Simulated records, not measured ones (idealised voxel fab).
The name of this process module is voxel local oxidation.
The figure presents cross-section cut, which has a width of 175 nm and is divided into square cells with an edge length of 5 nm.
A cross-section is a grid of square cells, given in bands from the top down. A band is one or more rows of cells. The band entry comprises the height of the band's top followed by the height of its bottom, expressed in nm, and subsequently the band's materials from left to right, each stated together with its width in nm. Where a single material is marked with the word "throughout", that material fills the band from edge to edge. The word "air" represents empty space. Height is counted from the level 0, under which the received wafer is composed throughout of one material. The lowest of the bands is not closed at the bottom but continues downward, in the notation "0 down". Width "30 to 40": first value at the band's top row of cells, second value at its bottom row, equal change from row to row. The designation "same as before", where it is given for a processing step, indicates that no cell of the cross-section was altered in the course of that step. This entry, "Closed internal voids", enumerates those empty regions of no fewer than 8 cells that possess no open connection to the top. Each region is reported in the form width x height at distance, the distance being taken from the left edge, with all three quantities expressed in nm. Post-settings text on a step line: simulator's own remark regarding the step. Steps that use a mask can have "overlay nm" on their line. It says how far the mask sat to the right of where it was meant to be. Negative means to the left.

**The process steps that were planned are listed below**
step 1: RECEIVE,material Si
step 2: CONFORMAL_DEP,material SiO2,thk nm 5
step 3: CONFORMAL_DEP,material SiN,thk nm 15
step 4: MASKED_ETCH,tone cover,mask id ACTIVE,width nm 90,etch materials SiN,depth nm 15,overlay nm 0
step 5: SELECTIVE_ETCH,etch materials SiO2,depth nm 5
step 6: OXIDIZE,depth nm 15
step 7: STRIP,etch materials SiN

**The following pertains to the first of two wafers, which was processed as planned**

**So this is the incoming wafer in cross-section - it's already been through step 1**
    0 down | Si throughout
    Closed internal voids: none

**Cross-section: wafer state after step 2**
    5 to 0 | SiO2 throughout
    For the remainder of the cross-section, below 0, there is no change.

**Cross-section: wafer state after step 3**
    20 to 5 | SiN throughout
    For the remainder of the cross-section, below 5, there is no change.

**Cross-section: wafer state after step 4**
    20 to 5 | air (40); SiN (90); air (45)
    For the remainder of the cross-section, below 5, there is no change.

**Cross-section: wafer state after step 5**
    20 to 5 | air (40); SiN (90); air (45)
    5 to 0 | air (45); SiO2 (80); air (50)
    For the remainder of the cross-section, below 0, there is no change.

**Cross-section: wafer state after step 6**
    20 to 5 | air (40); SiN (90); air (45)
    5 to 0 | air (45); SiO2 (80); air (50)
    0 to -15 | SiO2 (60); Si (50); SiO2 (65)
    For the remainder of the cross-section, below -15, there is no change.

**Cross-section: wafer state after step 7**
    5 to 0 | air (45); SiO2 (80); air (50)
    For the remainder of the cross-section, below 0, there is no change.

**The second wafer was prepared from the same starting point and under the same plan as the first; its processing contained one mistake, and it remains indistinguishable from the first wafer up to and including step 2**

Cross-section, second wafer, at the end time the plan gives for step 3: same as before

Cross-section, second wafer, at the end time the plan gives for step 4: same as before

**Cross-section, second wafer, at the end time the plan gives for step 5**
    0 down | Si throughout

**Cross-section, second wafer, at the end time the plan gives for step 6**
    0 to -15 | SiO2 throughout
    For the remainder of the cross-section, below -15, there is no change.

Cross-section, second wafer, at the end time the plan gives for step 7: same as before
What went wrong in running the wafer? not run: step 3 of the plan (skipped)
at the end the second wafer has, in cells: 30 fewer of Si | 14 more of SiO2
